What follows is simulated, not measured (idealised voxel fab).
You're looking at the process module voxel trench capacitor.
Cross-section cut spans 145 nm and uses square cells 5 nm in size.
Format of a cross-section: grid, square cells. Given as bands. Order: top down. Band: one or more rows of cells. Top, bottom (nm), then materials left to right with widths (nm); lone material tagged "everywhere" fills the whole band edge to edge; "empty" = empty space. For the purposes of this specification, 0 denotes the height below which the wafer in its as-received condition is composed wholly of one material, and the lowermost band, lacking a lower limit, extends downward without end, as expressed in "0 and below". The expression "30->40" gives the width at the extremes of the band, the first number at its top row of cells and the second at its bottom row, with the width changing by equal amounts from each row to the next in between. Where the words "no change" appear for a step, the cross-section shows no cell changed by that step; every cell remained as before. Empty spaces without an open route to the top, at least 8 cells in extent, make up the entry "Completely enclosed voids"; each is given as width x height at distance, where the distance is measured from the left edge, and all are in nm. Formally, on a step line, whatever follows the settings is a remark that the simulator itself makes on the step. The "overlay nm" setting may appear on a step's line; for a step that uses a mask, it gives how far to the right of its planned position the mask lay, and a negative value indicates the left.
## Intended process steps
- 1: RECEIVE with material Si
- 2: CONFORMAL_DEP with material SiN, thk nm 10
- 3: MASKED_ETCH with tone open, mask id TRENCH, width nm 30, pitch nm 45, etch materials SiN, depth nm 10, overlay nm 0
- 4: MASKED_ETCH with tone open, mask id TRENCH, width nm 30, pitch nm 45, etch materials Si, depth nm 40, overlay nm 0
- 5: CONFORMAL_DEP with material HfO2, thk nm 5
- 6: CONFORMAL_DEP with material TiN, thk nm 5
- 7: FILL_DEP with material W, thk nm 10
- 8: CMP with height nm 10
## So this is the incoming wafer in cross-section - it's already been through step 1
    0 and below = Si everywhere
    Completely enclosed voids: none
## Run as planned - first of the two wafers cross-sectioned at the end of the module
    10 down to 0 = SiN 35  HfO2 5  TiN 5  W 10  TiN 5  HfO2 5  SiN 15  HfO2 5  TiN 5  W 10  TiN 5  HfO2 5  SiN 35
    0 down to -30 = Si 35  HfO2 5  TiN 5  W 10  TiN 5  HfO2 5  Si 15  HfO2 5  TiN 5  W 10  TiN 5  HfO2 5  Si 35
    -30 down to -35 = Si 35  HfO2 5  TiN 20  HfO2 5  Si 15  HfO2 5  TiN 20  HfO2 5  Si 35
    -35 down to -40 = Si 35  HfO2 30  Si 15  HfO2 30  Si 35
    -40 and below = Si everywhere
    Completely enclosed voids: none
## Now the second wafer, cross-sectioned at the end of the module. Nothing different at the start, nothing different in the plan compared with the first, just one mistake when it was actually run
    10 down to 0 = SiN 35  TiN 5  HfO2 5  W 10  HfO2 5  TiN 5  SiN 15  TiN 5  HfO2 5  W 10  HfO2 5  TiN 5  SiN 35
    0 down to -30 = Si 35  TiN 5  HfO2 5  W 10  HfO2 5  TiN 5  Si 15  TiN 5  HfO2 5  W 10  HfO2 5  TiN 5  Si 35
    -30 down to -35 = Si 35  TiN 5  HfO2 20  TiN 5  Si 15  TiN 5  HfO2 20  TiN 5  Si 35
    -35 down to -40 = Si 35  TiN 30  Si 15  TiN 30  Si 35
    -40 and below = Si everywhere
    Completely enclosed voids: none
What was the processing mistake? contrary to the plan, steps 5 and 6 were processed in exchanged order
Wafer comparison, final, in cells, second relative to first, materials more or fewer: HfO2 -8 | TiN +8
